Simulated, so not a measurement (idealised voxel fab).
Process module under the name voxel double patterning
It is cross-section cut that appears here, measuring 190 nm in width, its square cells being 5 nm in size.
A cross-section is a grid of square cells, given in bands from the top down. A band is one or more rows of cells. This entry defines a band. It first specifies the height of the band's top and the height of its bottom in nm, and then specifies the band's materials from left to right, stating each material with its width in nm. The word "throughout" identifies a single material that fills the band from edge to edge, while the word "air" identifies empty space. All heights in this document are referenced to 0, defined as the level beneath which the wafer, as received, consists entirely of one material. The lowest band is not bounded below; it extends indefinitely downward and is written in the form "z 0 and below". Note: "30 to 40" means the width goes from the first number (top row of the band) to the second number (bottom row) in equal steps per row of cells. The designation "nothing different", where it is given for a processing step, indicates that no cell of the cross-section was altered in the course of that step. If an empty space has no open way to the top and is at least 8 cells in size, "Enclosed void inventory" lists it, written width x height at distance, where distance is measured from the left edge and every value is in nm. Text after the settings on a step's line: the simulator's own remark on that step. You can add "overlay nm" to a step's line. For a step with a mask, it describes how far the mask lay to the right of its planned position, and a negative number describes a lay to the left.

Steps planned for the process
1) RECEIVE,material Si
2) CONFORMAL_DEP,material SiO2,thk nm 5
3) DIRECTIONAL_DEP,material TiN,thk nm 10
4) DIRECTIONAL_DEP,material SiN,thk nm 5
5) PATTERN,tone open,mask id FIRST,material resist,width nm 15,pitch nm 50,thk nm 20,overlay nm 0
6) DIRECTIONAL_ETCH,etch materials SiN,depth nm 5
7) STRIP,etch materials resist
8) DIRECTIONAL_DEP,material aC,thk nm 10
9) PATTERN,tone open,mask id SECOND,material resist,width nm 15,thk nm 25,overlay nm 0
10) DIRECTIONAL_ETCH,etch materials aC,depth nm 10
11) STRIP,etch materials resist
12) DIRECTIONAL_ETCH,etch materials SiN,depth nm 5
13) STRIP,etch materials aC
14) DIRECTIONAL_ETCH,etch materials TiN,depth nm 10
15) STRIP,etch materials SiN

Cross-sectional view of the wafer in its as-received condition, corresponding to the state after step 1
z 0 and below | Si throughout
Enclosed void inventory: none

The first of the two wafers as seen in cross-section once the module was finished; processing followed the plan
z 15 to 5 | TiN=60, then air=15, then TiN=10, then air=15, then TiN=10, then air=15, then TiN=65
z 5 to 0 | SiO2 throughout
z 0 and below | Si throughout
Enclosed void inventory: none

Cross-sectional view of the second of two wafers upon completion of the module. This wafer shared its starting condition and process plan with the first; one error was made during its execution
z 15 to 5 | TiN=55, then air=25, then TiN=5, then air=15, then TiN=5, then air=25, then TiN=60
z 5 to 0 | SiO2 throughout
z 0 and below | Si throughout
Enclosed void inventory: none
Diagnosis: step 5 was not run as planned; what actually ran was PATTERN,tone open,mask id FIRST,material resist,width nm 25,pitch nm 50,thk nm 20,overlay nm 0
Count the cells at the end and the second wafer has more or fewer of some materials than the first: -8 TiN
